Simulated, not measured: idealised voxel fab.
The name of this process module is voxel spacer lines.
Section shown: cut. Width: 300 nm. Cell size: 5 nm, square.
A cross-section in this document is a grid of square cells, and it is written down as bands, the top band listed before the ones below it; a band is made up of one or more rows of cells. Each band's line starts with the height of the band's top and of its bottom, in nm. Then come its materials from left to right, each with its width in nm. One material with "everywhere" fills the band from edge to edge. "blank" is empty space. Heights from 0 (as-received wafer is one material below). Bottom band endless downward, as "0 -> down". The expression "30 to 40" gives the width at the extremes of the band, the first number at its top row of cells and the second at its bottom row, with the width changing by equal amounts from each row to the next in between. Given "left unchanged" for a step, no cell of the cross-section differs between before and after that step. Closed empty spaces (no open way to the top) of 8 cells or more are what "Unvented cavities" lists, each as width x height at distance from the left edge, nm for all three. Note: text after step settings on the step line = simulator remark on that step. "overlay nm", when on a step's line for a step with a mask, measures how far to the right of its planned place the mask lay; a negative measure means to the left.

-- Listed below are the process steps as planned
1. RECEIVE | material Si
2. CONFORMAL_DEP | material Al2O3 | thk nm 5
3. DIRECTIONAL_DEP | material TiN | thk nm 15
4. DIRECTIONAL_DEP | material aC | thk nm 25
5. PATTERN | tone cover | mask id MANDREL | material resist | width nm 15 | pitch nm 60 | thk nm 30 | overlay nm 0
6. DIRECTIONAL_ETCH | etch materials aC | depth nm 25
7. STRIP | etch materials resist
8. CONFORMAL_DEP | material SiO2 | thk nm 15
9. DIRECTIONAL_ETCH | etch materials SiO2 | depth nm 15
10. STRIP | etch materials aC
11. DIRECTIONAL_ETCH | etch materials TiN | depth nm 15
12. STRIP | etch materials SiO2

-- So this is the incoming wafer in cross-section - it's already been through step 1
* 0 -> down | Si everywhere
* Unvented cavities: none

-- Here's the cross-section of the first of our two wafers at the end of the module - it ran as planned
* 20 -> 5 | blank 95 nm  TiN 15 nm  blank 15 nm  TiN 15 nm  blank 15 nm  TiN 15 nm  blank 15 nm  TiN 15 nm  blank 100 nm
* 5 -> 0 | Al2O3 everywhere
* 0 -> down | Si everywhere
* Unvented cavities: none

-- Second wafer cross-section at end of module - shared start and plan with the first, one mistake in the run
* 35 -> 20 | blank 95 nm  TiN 15 nm  blank 15 nm  TiN 15 nm  blank 15 nm  TiN 15 nm  blank 15 nm  TiN 15 nm  blank 100 nm
* 20 -> 5 | TiN everywhere
* 5 -> 0 | Al2O3 everywhere
* 0 -> down | Si everywhere
* Unvented cavities: none
The mistake made against the process plan was this: twice over, step 3 of the plan was run
Final comparison by cell count, materials where the second wafer has more or fewer than the first: +180 TiN
